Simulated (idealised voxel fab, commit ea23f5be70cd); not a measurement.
process module | voxel capacitor over wiring
cross-section cut | 300 nm wide | cells 5 nm
A cross-section is a grid of square cells, given in bands from the top down. A band is one or more rows of cells.
Each band's line starts with the height of the band's top and of its bottom, in nm. Then come its materials from left to right, each with its width in nm. One material with "throughout" fills the band from edge to edge. "air" is empty space.
Height 0 is the level under which the wafer as received is all one material. The lowest band goes on downwards, as in "0 down".
A width such as "30 to 40" changes by the same amount from each row of cells to the next, from the band's top row to its bottom row.
"no change" after a step means that no cell of the cross-section changed.
closed voids: empty space of 8 cells or more with no open way to the top, each as width x height at its distance from the left edge, in nm
after a step's settings: what the simulator itself notes on the step
overlay nm, on a step with a mask: how far to the right of its planned place the mask lay; to the left if negative
plan
1 op RECEIVE | material Si
2 op CONFORMAL_DEP | material SiO2 | thk nm 10
3 op CONFORMAL_DEP | material SiN | thk nm 5
4 op DIRECTIONAL_DEP | material SiO2 | thk nm 25
5 op DIRECTIONAL_DEP | material aC | thk nm 10
6 op PATTERN | tone open | mask id METAL_1 | material resist | width nm 30 | pitch nm 85 | thk nm 30 | overlay nm 0
7 op DIRECTIONAL_ETCH | etch materials aC | depth nm 10
8 op STRIP | etch materials resist
9 op DIRECTIONAL_ETCH | etch materials SiO2 | depth nm 25
10 op DIRECTIONAL_ETCH | etch materials SiN | depth nm 5
11 op STRIP | etch materials aC
12 op CONFORMAL_DEP | material TiN | thk nm 5
13 op FILL_DEP | material Cu | thk nm 10
14 op CMP | height nm 40
15 op CONFORMAL_DEP | material SiCN | thk nm 5
16 op DIRECTIONAL_DEP | material lowk | thk nm 20
17 op MASKED_ETCH | tone open | mask id PLUG_1 | width nm 15 | etch materials lowk | depth nm 20 | overlay nm 0
18 op MASKED_ETCH | tone open | mask id PLUG_1 | width nm 15 | etch materials SiCN | depth nm 5 | overlay nm 0
19 op EPI | material Ru | thk nm 10
20 op EPI | material Ru | thk nm 10
21 op EPI | material Ru | thk nm 5
22 op DIRECTIONAL_DEP | material TiN | thk nm 10
23 op DIRECTIONAL_DEP | material SiN | thk nm 5
24 op DIRECTIONAL_DEP | material TiN | thk nm 5
25 op MASKED_ETCH | tone cover | mask id UPPER_PLATE | width nm 60 | etch materials TiN | depth nm 5 | overlay nm 0
26 op MASKED_ETCH | tone cover | mask id UPPER_PLATE | width nm 60 | etch materials SiN | depth nm 5 | overlay nm 0
27 op PATTERN | tone cover | mask id LOWER_PLATE | material resist | width nm 70 | thk nm 15 | overlay nm 0
28 op DIRECTIONAL_ETCH | etch materials TiN | depth nm 10
29 op STRIP | etch materials resist
30 op FILL_DEP | material SiO2 | thk nm 15
31 op CMP | height nm 95
32 op MASKED_ETCH | tone open | mask id PLUG_2 | width nm 15 | etch materials SiO2 | depth nm 10 | overlay nm 0
33 op CONFORMAL_DEP | material TiN | thk nm 5
34 op FILL_DEP | material W | thk nm 5
35 op CMP | height nm 95
36 op CONFORMAL_DEP | material SiCN | thk nm 5
as received, after step 1
  0 down: Si throughout
  closed voids: none
a wafer at the end: this start, this plan, one mistake
  100 to 95: SiCN throughout
  95 to 90: SiO2 115 | TiN 15 | SiO2 170
  90 to 85: SiO2 105 | TiN 5 | SiO2 5 | TiN 50 | SiO2 135
  85 to 80: SiO2 105 | SiN 5 | TiN 5 | SiN 50 | SiO2 135
  80 to 75: Ru 110 | SiN 5 | Ru 185
  75 to 70: TiN 105 | Ru 15 | TiN 180
  70 to 65: TiN throughout
  65 to 60: lowk 105 | TiN 15 | lowk 180
  60 to 45: lowk 105 | Ru 15 | lowk 180
  45 to 40: SiCN 105 | Ru 15 | SiCN 180
  40 to 15: SiO2 90 | TiN 5 | Cu 20 | TiN 5 | SiO2 55 | TiN 5 | Cu 20 | TiN 5 | SiO2 95
  15 to 10: SiN 90 | TiN 30 | SiN 55 | TiN 30 | SiN 95
  10 to 0: SiO2 throughout
  0 down: Si throughout
  closed voids: none
what went wrong: steps 21 and 22 were swapped
